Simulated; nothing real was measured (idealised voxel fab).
process module | voxel trench capacitor
cross-section cut | 290 nm wide | cells 5 nm
A cross-section is a grid of square cells, given in bands from the top down. A band is one or more rows of cells.
Each band's line starts with the height of the band's top and of its bottom, in nm. Then come its materials from left to right, each with its width in nm. One material with "throughout" fills the band from edge to edge. "air" is empty space.
Height 0 is the level under which the wafer as received is all one material. The lowest band goes on downwards, as in "0 down".
A width such as "30 to 40" changes by the same amount from each row of cells to the next, from the band's top row to its bottom row.
"no change" after a step means that no cell of the cross-section changed.
closed voids: empty space of 8 cells or more with no open way to the top, each as width x height at its distance from the left edge, in nm
after a step's settings: what the simulator itself notes on the step
overlay nm, on a step with a mask: how far to the right of its planned place the mask lay; to the left if negative
plan
1 op RECEIVE | material Si
2 op CONFORMAL_DEP | material SiN | thk nm 5
3 op DIRECTIONAL_DEP | material aC | thk nm 15
4 op PATTERN | tone open | mask id TRENCH | material resist | width nm 20 | pitch nm 35 | thk nm 30 | overlay nm 0
5 op DIRECTIONAL_ETCH | etch materials aC | depth nm 15
6 op STRIP | etch materials resist
7 op DIRECTIONAL_ETCH | etch materials SiN | depth nm 5
8 op DIRECTIONAL_ETCH | etch materials Si | depth nm 30
9 op STRIP | etch materials aC
10 op CONFORMAL_DEP | material Al2O3 | thk nm 5
11 op FILL_DEP | material polySi | thk nm 10
12 op CMP | height nm 5
first wafer, as planned
as received, after step 1
  0 down: Si throughout
  closed voids: none
after step 2
  5 to 0: SiN throughout
  below 0: unchanged
after step 3
  20 to 5: aC throughout
  below 5: unchanged
after step 4
  50 to 20: resist 115 | air 20 | resist 15 | air 20 | resist 120
  below 20: unchanged
after step 5
  35 to 20: resist 115 | air 20 | resist 15 | air 20 | resist 120
  20 to 5: aC 115 | air 20 | aC 15 | air 20 | aC 120
  below 5: unchanged
after step 6
  20 to 5: aC 115 | air 20 | aC 15 | air 20 | aC 120
  below 5: unchanged
after step 7
  20 to 5: aC 115 | air 20 | aC 15 | air 20 | aC 120
  5 to 0: SiN 115 | air 20 | SiN 15 | air 20 | SiN 120
  below 0: unchanged
after step 8
  20 to 5: aC 115 | air 20 | aC 15 | air 20 | aC 120
  5 to 0: SiN 115 | air 20 | SiN 15 | air 20 | SiN 120
  0 to -30: Si 115 | air 20 | Si 15 | air 20 | Si 120
  below -30: unchanged
after step 9
  5 to 0: SiN 115 | air 20 | SiN 15 | air 20 | SiN 120
  below 0: unchanged
after step 10
  10 to 5: Al2O3 120 | air 10 | Al2O3 25 | air 10 | Al2O3 125
  5 to 0: SiN 115 | Al2O3 5 | air 10 | Al2O3 5 | SiN 15 | Al2O3 5 | air 10 | Al2O3 5 | SiN 120
  0 to -25: Si 115 | Al2O3 5 | air 10 | Al2O3 5 | Si 15 | Al2O3 5 | air 10 | Al2O3 5 | Si 120
  -25 to -30: Si 115 | Al2O3 20 | Si 15 | Al2O3 20 | Si 120
  below -30: unchanged
after step 11
  20 to 10: polySi throughout
  10 to 5: Al2O3 120 | polySi 10 | Al2O3 25 | polySi 10 | Al2O3 125
  5 to 0: SiN 115 | Al2O3 5 | polySi 10 | Al2O3 5 | SiN 15 | Al2O3 5 | polySi 10 | Al2O3 5 | SiN 120
  0 to -25: Si 115 | Al2O3 5 | polySi 10 | Al2O3 5 | Si 15 | Al2O3 5 | polySi 10 | Al2O3 5 | Si 120
  below -25: unchanged
after step 12
  5 to 0: SiN 115 | Al2O3 5 | polySi 10 | Al2O3 5 | SiN 15 | Al2O3 5 | polySi 10 | Al2O3 5 | SiN 120
  below 0: unchanged
second wafer: like start, like plan, one mistake. Through step 8 it matches the first wafer
when step 9 should have ended
  25 to 20: Al2O3 120 | air 10 | Al2O3 25 | air 10 | Al2O3 125
  20 to 5: aC 115 | Al2O3 5 | air 10 | Al2O3 5 | aC 15 | Al2O3 5 | air 10 | Al2O3 5 | aC 120
  5 to 0: SiN 115 | Al2O3 5 | air 10 | Al2O3 5 | SiN 15 | Al2O3 5 | air 10 | Al2O3 5 | SiN 120
  0 to -25: Si 115 | Al2O3 5 | air 10 | Al2O3 5 | Si 15 | Al2O3 5 | air 10 | Al2O3 5 | Si 120
  -25 to -30: Si 115 | Al2O3 20 | Si 15 | Al2O3 20 | Si 120
  below -30: unchanged
when step 10 should have ended: no change
when step 11 should have ended
  35 to 25: polySi throughout
  25 to 20: Al2O3 120 | polySi 10 | Al2O3 25 | polySi 10 | Al2O3 125
  20 to 5: aC 115 | Al2O3 5 | polySi 10 | Al2O3 5 | aC 15 | Al2O3 5 | polySi 10 | Al2O3 5 | aC 120
  5 to 0: SiN 115 | Al2O3 5 | polySi 10 | Al2O3 5 | SiN 15 | Al2O3 5 | polySi 10 | Al2O3 5 | SiN 120
  0 to -25: Si 115 | Al2O3 5 | polySi 10 | Al2O3 5 | Si 15 | Al2O3 5 | polySi 10 | Al2O3 5 | Si 120
  below -25: unchanged
when step 12 should have ended
  5 to 0: SiN 115 | Al2O3 5 | polySi 10 | Al2O3 5 | SiN 15 | Al2O3 5 | polySi 10 | Al2O3 5 | SiN 120
  below 0: unchanged
what went wrong: steps 9 and 10 were swapped
at the end the two cross-sections are the same: no effect in what this model computes
